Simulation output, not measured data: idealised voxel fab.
Process module heading - voxel ribs on slabs
Xsec cut, 285 nm wide, square cell size 5 nm.
This document writes a cross-section as a grid whose cells are square, and gives it as bands, listed from the top down; one or more rows of cells form a band.
Look at the band entry: it leads with the top's height and the bottom's height in nm. Then it lists the materials left to right, with a width in nm for each. The word "edge to edge" on a single material says that material fills the band edge to edge. The word "air" is empty space.
Beneath 0, the wafer as received is one material, and that level is where height counting begins. The lowest band goes on downward without a bottom; it is written like "0 down".
The expression "30 to 40" gives the width at the extremes of the band, the first number at its top row of cells and the second at its bottom row, with the width changing by equal amounts from each row to the next in between.
For the purposes of this document, the phrase "all unchanged" attached to a step denotes that no cell within the cross-section was modified by that step.
"Voids lacking openings" specifies each empty space that is not open to the top and that occupies no fewer than 8 cells, using the form width x height at distance, the distance measured from the left edge and all three quantities in nm.
It should be noted that, on the line of a given step, the content following the step's settings is a remark produced by the simulator itself with respect to that step.
"overlay nm", when on a step's line for a step with a mask, measures how far to the right of its planned place the mask lay; a negative measure means to the left.
-- Intended process steps
- 1: RECEIVE [material Si]
- 2: DIRECTIONAL_DEP [material SiO2] [thk nm 25]
- 3: DIRECTIONAL_DEP [material SiN] [thk nm 20]
- 4: DIRECTIONAL_DEP [material aC] [thk nm 10]
- 5: PATTERN [tone cover] [mask id RIB] [material resist] [width nm 25] [thk nm 25] [overlay nm 0]
- 6: DIRECTIONAL_ETCH [etch materials aC] [depth nm 10]
- 7: STRIP [etch materials resist]
- 8: DIRECTIONAL_ETCH [etch materials SiN] [depth nm 5]
- 9: STRIP [etch materials aC]
- 10: DIRECTIONAL_DEP [material aC] [thk nm 10]
- 11: PATTERN [tone cover] [mask id SLAB] [material resist] [width nm 55] [thk nm 30] [overlay nm 0]
- 12: DIRECTIONAL_ETCH [etch materials aC] [depth nm 10]
- 13: STRIP [etch materials resist]
- 14: DIRECTIONAL_ETCH [etch materials SiN] [depth nm 15]
- 15: STRIP [etch materials aC]
- 16: FILL_DEP [material SiO2] [thk nm 15]
- 17: CMP [height nm 55]
- 18: DIRECTIONAL_DEP [material W] [thk nm 5]
- 19: PATTERN [tone cover] [mask id HEATER] [material resist] [width nm 35] [thk nm 20] [overlay nm 0]
- 20: DIRECTIONAL_ETCH [etch materials W] [depth nm 5]
- 21: STRIP [etch materials resist]
- 22: CONFORMAL_DEP [material SiO2] [thk nm 5]
-- Received-state cross-section, reflecting completion of step 1
0 down = Si edge to edge
Voids lacking openings: none
-- first wafer at the end, as planned
65 to 60 = air: 120; SiO2: 45; air: 120
60 to 55 = SiO2: 125; W: 35; SiO2: 125
55 to 45 = SiO2 edge to edge
45 to 40 = SiO2: 130; SiN: 25; SiO2: 130
40 to 25 = SiO2: 115; SiN: 55; SiO2: 115
25 to 0 = SiO2 edge to edge
0 down = Si edge to edge
Voids lacking openings: none
-- second wafer at the end: like start, like plan, one mistake
65 to 60 = air: 120; SiO2: 45; air: 120
60 to 55 = SiO2: 125; W: 35; SiO2: 125
55 to 20 = SiO2 edge to edge
20 to 0 = SiN edge to edge
0 down = Si edge to edge
Voids lacking openings: none
Short version of what went wrong: steps 2 and 3 traded places in the executed sequence
Per the end-of-run cell counts, the second wafer holds more or fewer of some materials than the first: +190 SiN; -190 SiO2
